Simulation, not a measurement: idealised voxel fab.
process module | voxel quadruple lines
cross-section cut | 270 nm wide | cells 5 nm
A cross-section is a grid of square cells, given in bands from the top down. A band is one or more rows of cells.
Each band's line starts with the height of the band's top and of its bottom, in nm. Then come its materials from left to right, each with its width in nm. One material with "throughout" fills the band from edge to edge. "air" is empty space.
Height 0 is the level under which the wafer as received is all one material. The lowest band goes on downwards, as in "0 down".
A width such as "30 to 40" changes by the same amount from each row of cells to the next, from the band's top row to its bottom row.
"no change" after a step means that no cell of the cross-section changed.
closed voids: empty space of 8 cells or more with no open way to the top, each as width x height at its distance from the left edge, in nm
after a step's settings: what the simulator itself notes on the step
overlay nm, on a step with a mask: how far to the right of its planned place the mask lay; to the left if negative
plan
1 op RECEIVE | material Si
2 op CONFORMAL_DEP | material Al2O3 | thk nm 10
3 op DIRECTIONAL_DEP | material TiN | thk nm 10
4 op DIRECTIONAL_DEP | material polySi | thk nm 15
5 op DIRECTIONAL_DEP | material aC | thk nm 25
6 op PATTERN | tone cover | mask id MANDREL | material resist | width nm 20 | pitch nm 60 | thk nm 30 | overlay nm -15
7 op DIRECTIONAL_ETCH | etch materials aC | depth nm 25
8 op STRIP | etch materials resist
9 op CONFORMAL_DEP | material SiO2 | thk nm 10
10 op DIRECTIONAL_ETCH | etch materials SiO2 | depth nm 10
11 op STRIP | etch materials aC
12 op DIRECTIONAL_ETCH | etch materials polySi | depth nm 15
13 op STRIP | etch materials SiO2
14 op CONFORMAL_DEP | material SiCN | thk nm 5
15 op DIRECTIONAL_ETCH | etch materials SiCN | depth nm 5
16 op STRIP | etch materials polySi
17 op DIRECTIONAL_ETCH | etch materials TiN | depth nm 10
18 op STRIP | etch materials SiCN
varied across the wafers: overlay nm of step 6. The plan shows the first wafer's value. All wafers start alike
first wafer as received, after step 1
  0 down: Si throughout
  closed voids: none
first wafer at the end, after step 18
  20 to 10: air 65 | TiN 5 | air 10 | TiN 5 | air 10 | TiN 5 | air 10 | TiN 5 | air 10 | TiN 5 | air 10 | TiN 5 | air 10 | TiN 5 | air 10 | TiN 5 | air 95
  10 to 0: Al2O3 throughout
  0 down: Si throughout
  closed voids: none
last wafer at the end
  20 to 10: air 95 | TiN 5 | air 10 | TiN 5 | air 10 | TiN 5 | air 10 | TiN 5 | air 10 | TiN 5 | air 10 | TiN 5 | air 10 | TiN 5 | air 10 | TiN 5 | air 65
  10 to 0: Al2O3 throughout
  0 down: Si throughout
  closed voids: none
each wafer at the end: cells of each material gained (+) or lost (-) since it was received, then its closed voids
overlay nm -15 | +108 Al2O3 | +16 TiN | closed voids: none
overlay nm -10 | +108 Al2O3 | +16 TiN | closed voids: none
overlay nm -5 | +108 Al2O3 | +16 TiN | closed voids: none
overlay nm 0 | +108 Al2O3 | +16 TiN | closed voids: none
overlay nm 5 | +108 Al2O3 | +16 TiN | closed voids: none
overlay nm 10 | +108 Al2O3 | +16 TiN | closed voids: none
overlay nm 15 | +108 Al2O3 | +16 TiN | closed voids: none
